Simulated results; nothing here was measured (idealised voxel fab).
process module | voxel air gaps
cross-section cut | 210 nm wide | cells 5 nm
A cross-section is a grid of square cells, given in bands from the top down. A band is one or more rows of cells.
Each band's line starts with the height of the band's top and of its bottom, in nm. Then come its materials from left to right, each with its width in nm. One material with "throughout" fills the band from edge to edge. "air" is empty space.
Height 0 is the level under which the wafer as received is all one material. The lowest band goes on downwards, as in "0 down".
A width such as "30 to 40" changes by the same amount from each row of cells to the next, from the band's top row to its bottom row.
"no change" after a step means that no cell of the cross-section changed.
closed voids: empty space of 8 cells or more with no open way to the top, each as width x height at its distance from the left edge, in nm
after a step's settings: what the simulator itself notes on the step
overlay nm, on a step with a mask: how far to the right of its planned place the mask lay; to the left if negative
plan
1 op RECEIVE | material Si
2 op CONFORMAL_DEP | material SiO2 | thk nm 15
3 op CONFORMAL_DEP | material SiN | thk nm 5
4 op DIRECTIONAL_DEP | material SiO2 | thk nm 40
5 op PATTERN | tone open | mask id LINES | material resist | width nm 15 | pitch nm 45 | thk nm 20 | overlay nm 0
6 op DIRECTIONAL_ETCH | etch materials SiO2 | depth nm 40
7 op STRIP | etch materials resist
8 op CONFORMAL_DEP | material TiN | thk nm 5
9 op FILL_DEP | material W | thk nm 5
10 op CMP | height nm 60
11 op EPI | material Ru | thk nm 10
12 op SELECTIVE_ETCH | etch materials SiO2 | depth nm 50
13 op CONFORMAL_DEP | material SiN | thk nm 5
as received, after step 1
  0 down: Si throughout
  closed voids: none
first wafer at the end, as planned
  75 to 70: air 15 | SiN 180 | air 15
  70 to 60: air 15 | SiN 5 | Ru 35 | SiN 10 | Ru 35 | SiN 10 | Ru 35 | SiN 10 | Ru 35 | SiN 5 | air 15
  60 to 55: air 15 | SiN 15 | TiN 5 | W 5 | TiN 5 | SiN 30 | TiN 5 | W 5 | TiN 5 | SiN 30 | TiN 5 | W 5 | TiN 5 | SiN 30 | TiN 5 | W 5 | TiN 5 | SiN 15 | air 15
  55 to 25: air 25 | SiN 5 | TiN 5 | W 5 | TiN 5 | SiN 5 | air 20 | SiN 5 | TiN 5 | W 5 | TiN 5 | SiN 5 | air 20 | SiN 5 | TiN 5 | W 5 | TiN 5 | SiN 5 | air 20 | SiN 5 | TiN 5 | W 5 | TiN 5 | SiN 5 | air 25
  25 to 20: SiN 30 | TiN 15 | SiN 30 | TiN 15 | SiN 30 | TiN 15 | SiN 30 | TiN 15 | SiN 30
  20 to 15: SiN throughout
  15 to 0: SiO2 throughout
  0 down: Si throughout
  closed voids: 20 x 30 at 50; 20 x 30 at 95; 20 x 30 at 140
second wafer at the end: like start, like plan, one mistake
  75 to 70: air 10 | SiN 190 | air 10
  70 to 60: air 10 | SiN 5 | Ru 180 | SiN 5 | air 10
  60 to 55: air 10 | SiN 15 | TiN 5 | W 15 | TiN 5 | SiO2 20 | TiN 5 | W 15 | TiN 5 | SiO2 20 | TiN 5 | W 15 | TiN 5 | SiO2 20 | TiN 5 | W 15 | TiN 5 | SiN 15 | air 10
  55 to 25: air 20 | SiN 5 | TiN 5 | W 15 | TiN 5 | SiO2 20 | TiN 5 | W 15 | TiN 5 | SiO2 20 | TiN 5 | W 15 | TiN 5 | SiO2 20 | TiN 5 | W 15 | TiN 5 | SiN 5 | air 20
  25 to 20: SiN 25 | TiN 25 | SiO2 20 | TiN 25 | SiO2 20 | TiN 25 | SiO2 20 | TiN 25 | SiN 25
  20 to 15: SiN throughout
  15 to 0: SiO2 throughout
  0 down: Si throughout
  closed voids: none
what went wrong: step 5 ran as: op PATTERN | tone open | mask id LINES | material resist | width nm 25 | pitch nm 45 | thk nm 20 | overlay nm 0
at the end the second wafer has, in cells: 16 more of Ru | 84 fewer of SiN | 96 more of SiO2 | 8 more of TiN | 56 more of W
closed voids at the end (first wafer, second wafer): 3, 0
